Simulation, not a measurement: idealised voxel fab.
Presented below is a process module, voxel wiring stack.
FYI the section here is cut, 235 nm wide, cells are 5 nm squares.
Cross-section, as written here: a square-cell grid given band by band from the top down, where a band holds one or more rows of cells.
In this notation a band is specified by the heights of its top and bottom, in that order and in nm, after which its materials appear from left to right, each paired with its width in nm. The word "full width" attached to a single material means that material fills the band from edge to edge; the word "blank" stands for empty space.
Heads up on the height convention: 0 is the point under which the incoming wafer is all one material, and the lowest band has no bottom, it just keeps going down, like "0..down".
Think of "30 to 40" as a width that walks from the first number to the second as you go down the band, top row to bottom row, taking equal-sized steps from row to row.
Where a step carries "nothing different", the cross-section came out of it unchanged, cell for cell.
In "closed voids" the enclosed voids are listed, meaning empty spaces of 8 cells or larger without any opening to the top. The form is width x height at distance, distance from the left edge, units nm.
Past the settings on a step's line: simulator remark, on that step.
overlay nm: right-of-plan distance of the mask on a masked step; negative values mean left-of-plan.
Listed below are the process steps as planned:
1. RECEIVE, material Si
2. CONFORMAL_DEP, material SiO2, thk nm 10
3. CONFORMAL_DEP, material SiN, thk nm 5
4. DIRECTIONAL_DEP, material lowk, thk nm 20
5. DIRECTIONAL_DEP, material aC, thk nm 10
6. PATTERN, tone open, mask id METAL_1, material resist, width nm 20, pitch nm 45, thk nm 30, overlay nm 0
7. DIRECTIONAL_ETCH, etch materials aC, depth nm 10
8. STRIP, etch materials resist
9. DIRECTIONAL_ETCH, etch materials lowk, depth nm 20
10. DIRECTIONAL_ETCH, etch materials SiN, depth nm 5
11. STRIP, etch materials aC
12. CONFORMAL_DEP, material TiN, thk nm 5
13. FILL_DEP, material Ru, thk nm 5
14. CMP, height nm 35
15. CONFORMAL_DEP, material SiCN, thk nm 5
16. DIRECTIONAL_DEP, material lowk, thk nm 35
17. MASKED_ETCH, tone open, mask id METAL_2_HOLES, width nm 15, pitch nm 45, etch materials lowk, depth nm 35, overlay nm 0
18. DIRECTIONAL_DEP, material aC, thk nm 10
19. PATTERN, tone open, mask id METAL_2, material resist, width nm 20, pitch nm 45, thk nm 25, overlay nm 0
20. DIRECTIONAL_ETCH, etch materials aC, depth nm 10
21. STRIP, etch materials resist
22. DIRECTIONAL_ETCH, etch materials lowk, depth nm 20
23. DIRECTIONAL_ETCH, etch materials SiCN, depth nm 5
24. STRIP, etch materials aC
25. CONFORMAL_DEP, material TiN, thk nm 5
26. FILL_DEP, material Ru, thk nm 5
27. CMP, height nm 75
28. CONFORMAL_DEP, material SiCN, thk nm 5
Wafer at receipt (post step 1), cross-section:
  0..down: Si full width
  closed voids: none
Result of the module, cross-sectioned: start per above, plan per above, one error in how it was run:
  80..75: SiCN full width
  75..60: lowk (85); TiN (5); Ru (20); TiN (5); lowk (15); TiN (5); Ru (20); TiN (5); lowk (75)
  60..55: lowk (85); TiN (5); Ru (5); TiN (20); lowk (15); TiN (5); Ru (5); TiN (20); lowk (75)
  55..45: lowk (85); TiN (5); Ru (5); TiN (5); lowk (30); TiN (5); Ru (5); TiN (5); lowk (90)
  45..40: lowk (85); TiN (15); lowk (30); TiN (15); lowk (90)
  40..35: SiCN (95); TiN (5); SiCN (40); TiN (5); SiCN (90)
  35..15: lowk (85); TiN (5); Ru (10); TiN (5); lowk (25); TiN (5); Ru (10); TiN (5); lowk (85)
  15..10: SiN (85); TiN (20); SiN (25); TiN (20); SiN (85)
  10..0: SiO2 full width
  0..down: Si full width
  closed voids: none
Diagnosis: in deviation from the planned setting, step 19 was conducted as PATTERN, tone open, mask id METAL_2, material resist, width nm 20, pitch nm 45, thk nm 25, overlay nm 10
